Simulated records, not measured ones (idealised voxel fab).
process module | voxel gate over fins
cross-section cut | 185 nm wide | cells 5 nm
A cross-section is a grid of square cells, given in bands from the top down. A band is one or more rows of cells.
Each band's line starts with the height of the band's top and of its bottom, in nm. Then come its materials from left to right, each with its width in nm. One material with "throughout" fills the band from edge to edge. "air" is empty space.
Height 0 is the level under which the wafer as received is all one material. The lowest band goes on downwards, as in "0 down".
A width such as "30 to 40" changes by the same amount from each row of cells to the next, from the band's top row to its bottom row.
"no change" after a step means that no cell of the cross-section changed.
closed voids: empty space of 8 cells or more with no open way to the top, each as width x height at its distance from the left edge, in nm
after a step's settings: what the simulator itself notes on the step
overlay nm, on a step with a mask: how far to the right of its planned place the mask lay; to the left if negative
plan
1 op RECEIVE | material Si
2 op CONFORMAL_DEP | material SiN | thk nm 10
3 op PATTERN | tone cover | mask id FINS | material resist | width nm 15 | pitch nm 40 | thk nm 20 | overlay nm 0
4 op DIRECTIONAL_ETCH | etch materials SiN | depth nm 10
5 op DIRECTIONAL_ETCH | etch materials Si | depth nm 35
6 op STRIP | etch materials resist
7 op FILL_DEP | material SiO2 | thk nm 5
8 op CMP | height nm 10
9 op SELECTIVE_ETCH | etch materials SiO2 | depth nm 25
10 op STRIP | etch materials SiN
11 op CONFORMAL_DEP | material HfO2 | thk nm 5
12 op CONFORMAL_DEP | material TiN | thk nm 5
13 op CONFORMAL_DEP | material TiAl | thk nm 5
14 op CONFORMAL_DEP | material TiN | thk nm 5
15 op FILL_DEP | material W | thk nm 15
16 op CMP | height nm 30
17 op CONFORMAL_DEP | material SiCN | thk nm 5
as received, after step 1
  0 down: Si throughout
  closed voids: none
a wafer at the end: this start, this plan, one mistake
  35 to 20: W throughout
  20 to 15: W 25 | TiN 135 | W 25
  15 to 10: W 25 | TiN 5 | TiAl 125 | TiN 5 | W 25
  10 to 5: W 25 | TiN 5 | TiAl 5 | TiN 35 | TiAl 5 | TiN 35 | TiAl 5 | TiN 35 | TiAl 5 | TiN 5 | W 25
  5 to 0: TiN 30 | TiAl 5 | TiN 5 | HfO2 25 | TiN 5 | TiAl 5 | TiN 5 | HfO2 25 | TiN 5 | TiAl 5 | TiN 5 | HfO2 25 | TiN 5 | TiAl 5 | TiN 30
  0 to -5: TiAl 35 | TiN 5 | HfO2 5 | Si 15 | HfO2 5 | TiN 5 | TiAl 5 | TiN 5 | HfO2 5 | Si 15 | HfO2 5 | TiN 5 | TiAl 5 | TiN 5 | HfO2 5 | Si 15 | HfO2 5 | TiN 5 | TiAl 35
  -5 to -10: TiN 40 | HfO2 5 | Si 15 | HfO2 5 | TiN 15 | HfO2 5 | Si 15 | HfO2 5 | TiN 15 | HfO2 5 | Si 15 | HfO2 5 | TiN 40
  -10 to -15: HfO2 45 | Si 15 | HfO2 25 | Si 15 | HfO2 25 | Si 15 | HfO2 45
  -15 to -35: SiO2 45 | Si 15 | SiO2 25 | Si 15 | SiO2 25 | Si 15 | SiO2 45
  -35 down: Si throughout
  closed voids: none
what went wrong: step 17 ran as: op CONFORMAL_DEP | material W | thk nm 5
